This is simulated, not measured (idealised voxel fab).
The process module that follows is named voxel tone inversion.
It is cross-section cut that appears here, measuring 270 nm in width, its square cells being 5 nm in size.
This document writes a cross-section as a grid whose cells are square, and gives it as bands, listed from the top down; one or more rows of cells form a band.
For a band, the entry starts with two heights in nm, that of the top and then that of the bottom, and carries on with the band's materials in order from left to right, each alongside its width in nm; the word "everywhere" beside a single material means it fills the band edge to edge, and "air" means empty space.
Note: height 0 marks the level under which the wafer is uniformly one material as received. Lowest band unbounded below, written "top 0, no bottom".
Per-row width for "30->40": begins at first number (top row of band), ends at second number (bottom row), increment between rows held constant.
Key: "nothing altered" - step with no changed cell in the cross-section.
The entry titled "Closed void roster" provides the empty spaces that have no open way to the top, restricted to those of 8 cells or more. Each is presented as width x height at distance, the distance being measured from the left edge, with all three in nm.
Anything after a step's settings on that line? It's the simulator's own note about the step.
If you see "overlay nm" on a step's line and that step has a mask, it's telling you how far right of where it was planned the mask ended up; a negative number means it went left instead.

-- Steps in the process plan
1,op RECEIVE | material Si
2,op CONFORMAL_DEP | material SiN | thk nm 10
3,op DIRECTIONAL_DEP | material polySi | thk nm 15
4,op PATTERN | tone cover | mask id POSTS | material resist | width nm 20 | pitch nm 40 | thk nm 25 | overlay nm 0
5,op DIRECTIONAL_ETCH | etch materials polySi | depth nm 15
6,op STRIP | etch materials resist
7,op FILL_DEP | material lowk | thk nm 5
8,op CMP | height nm 25
9,op STRIP | etch materials polySi
10,op CONFORMAL_DEP | material TiN | thk nm 5
11,op FILL_DEP | material Ru | thk nm 10
12,op CMP | height nm 25
13,op CONFORMAL_DEP | material SiCN | thk nm 5

-- Cross-section of the wafer as it came to us, i.e., already through step 1
> top 0, no bottom | Si everywhere
> Closed void roster: none

-- Below is the wafer in cross-section after the module was completed. It began from the starting point shown above and followed the plan shown above, except that one mistake was made while running it
> top 30, bottom 25 | SiCN everywhere
> top 25, bottom 15 | lowk: 85, then TiN: 5, then Ru: 10, then TiN: 5, then lowk: 20, then TiN: 5, then Ru: 10, then TiN: 5, then lowk: 20, then TiN: 5, then Ru: 10, then TiN: 5, then lowk: 85
> top 15, bottom 10 | lowk: 85, then TiN: 20, then lowk: 20, then TiN: 20, then lowk: 20, then TiN: 20, then lowk: 85
> top 10, bottom 0 | Ru everywhere
> top 0, no bottom | Si everywhere
> Closed void roster: none
What went wrong in running the wafer? it should be noted that step 2 was executed with settings other than those planned, the operation and settings actually applied being op CONFORMAL_DEP | material Ru | thk nm 10
